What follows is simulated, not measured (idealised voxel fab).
Name of the process module below: voxel released beams
Displayed cross-section: cut, width of 205 nm, square cells sized 5 nm.
Reading order for cross-sections: top band down to bottom band. Underlying form: a grid of square cells. Band size: one or more rows of cells. In this notation a band is specified by the heights of its top and bottom, in that order and in nm, after which its materials appear from left to right, each paired with its width in nm. The word "all across" attached to a single material means that material fills the band from edge to edge; the word "empty" stands for empty space. Heights are expressed relative to 0, this being the level below which the as-received wafer comprises one material exclusively. The lowest band is unbounded in the downward direction and is denoted as in "0..down". A two-number width, for instance "30..40", indicates that the width is equal to the first number in the top row of the band and to the second number in the bottom row, and that it changes by a constant amount per row of cells. The cross-section has no changed cell in any step marked "no modifications". Closed-off voids of 8+ cells (no open route to the top) go in "Cavities, sealed", written width x height at distance from the left edge, in nm. after a step's settings: what the simulator itself notes on the step. "overlay nm" answers the question of how far to the right of plan the mask lay on a step that has a mask, and when it is negative the answer is to the left.

[plan]
| 1 | RECEIVE | material Si |
| 2 | CONFORMAL_DEP | material SiN | thk nm 5 |
| 3 | DIRECTIONAL_DEP | material SiO2 | thk nm 20 |
| 4 | MASKED_ETCH | tone open | mask id ANCHOR | width nm 45 | etch materials SiO2 | depth nm 20 | overlay nm 0 |
| 5 | CONFORMAL_DEP | material W | thk nm 15 |
| 6 | DIRECTIONAL_DEP | material aC | thk nm 15 |
| 7 | PATTERN | tone cover | mask id BEAM | material resist | width nm 120 | thk nm 35 | overlay nm 0 |
| 8 | DIRECTIONAL_ETCH | etch materials aC | depth nm 15 |
| 9 | STRIP | etch materials resist |
| 10 | DIRECTIONAL_ETCH | etch materials W | depth nm 15 |
| 11 | STRIP | etch materials aC |
| 12 | STRIP | etch materials SiO2 |

[As received (post step 1): cross-section]
0..down | Si all across
Cavities, sealed: none

[Figure: cross-sectional view of the wafer upon completion of the module, processed from the initial state and according to the plan depicted above, with one error introduced during execution]
55..40 | empty 40 nm, W 120 nm, empty 45 nm
40..25 | W all across
25..5 | SiO2 45 nm, W 45 nm, SiO2 115 nm
5..0 | SiN all across
0..down | Si all across
Cavities, sealed: none
what went wrong: step 5 of the plan was carried out twice
